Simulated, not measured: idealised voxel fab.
process module | voxel ribs on slabs
cross-section cut | 270 nm wide | cells 5 nm
A cross-section is a grid of square cells, given in bands from the top down. A band is one or more rows of cells.
Each band's line starts with the height of the band's top and of its bottom, in nm. Then come its materials from left to right, each with its width in nm. One material with "throughout" fills the band from edge to edge. "air" is empty space.
Height 0 is the level under which the wafer as received is all one material. The lowest band goes on downwards, as in "0 down".
A width such as "30 to 40" changes by the same amount from each row of cells to the next, from the band's top row to its bottom row.
"no change" after a step means that no cell of the cross-section changed.
closed voids: empty space of 8 cells or more with no open way to the top, each as width x height at its distance from the left edge, in nm
after a step's settings: what the simulator itself notes on the step
overlay nm, on a step with a mask: how far to the right of its planned place the mask lay; to the left if negative
plan
1 op RECEIVE | material Si
2 op DIRECTIONAL_DEP | material SiO2 | thk nm 25
3 op DIRECTIONAL_DEP | material polySi | thk nm 15
4 op MASKED_ETCH | tone cover | mask id RIB | width nm 20 | etch materials polySi | depth nm 5 | overlay nm 0
5 op MASKED_ETCH | tone cover | mask id SLAB | width nm 80 | etch materials polySi | depth nm 10 | overlay nm 0
6 op FILL_DEP | material SiO2 | thk nm 15
7 op CMP | height nm 50
8 op DIRECTIONAL_DEP | material TiN | thk nm 10
9 op DIRECTIONAL_DEP | material aC | thk nm 10
10 op PATTERN | tone cover | mask id HEATER | material resist | width nm 30 | thk nm 25 | overlay nm -15
11 op DIRECTIONAL_ETCH | etch materials aC | depth nm 10
12 op STRIP | etch materials resist
13 op DIRECTIONAL_ETCH | etch materials TiN | depth nm 10
14 op STRIP | etch materials aC
15 op CONFORMAL_DEP | material SiN | thk nm 5
varied across the wafers: overlay nm of step 10. The plan shows the first wafer's value. All wafers start alike
first wafer as received, after step 1
  0 down: Si throughout
  closed voids: none
each wafer at the end: cells of each material gained (+) or lost (-) since it was received, then its closed voids
overlay nm -15 | +58 SiN | +504 SiO2 | +12 TiN | +36 polySi | closed voids: none
overlay nm -10 | +58 SiN | +504 SiO2 | +12 TiN | +36 polySi | closed voids: none
overlay nm -5 | +58 SiN | +504 SiO2 | +12 TiN | +36 polySi | closed voids: none
overlay nm 0 | +58 SiN | +504 SiO2 | +12 TiN | +36 polySi | closed voids: none
overlay nm 5 | +58 SiN | +504 SiO2 | +12 TiN | +36 polySi | closed voids: none
overlay nm 10 | +58 SiN | +504 SiO2 | +12 TiN | +36 polySi | closed voids: none
overlay nm 15 | +58 SiN | +504 SiO2 | +12 TiN | +36 polySi | closed voids: none
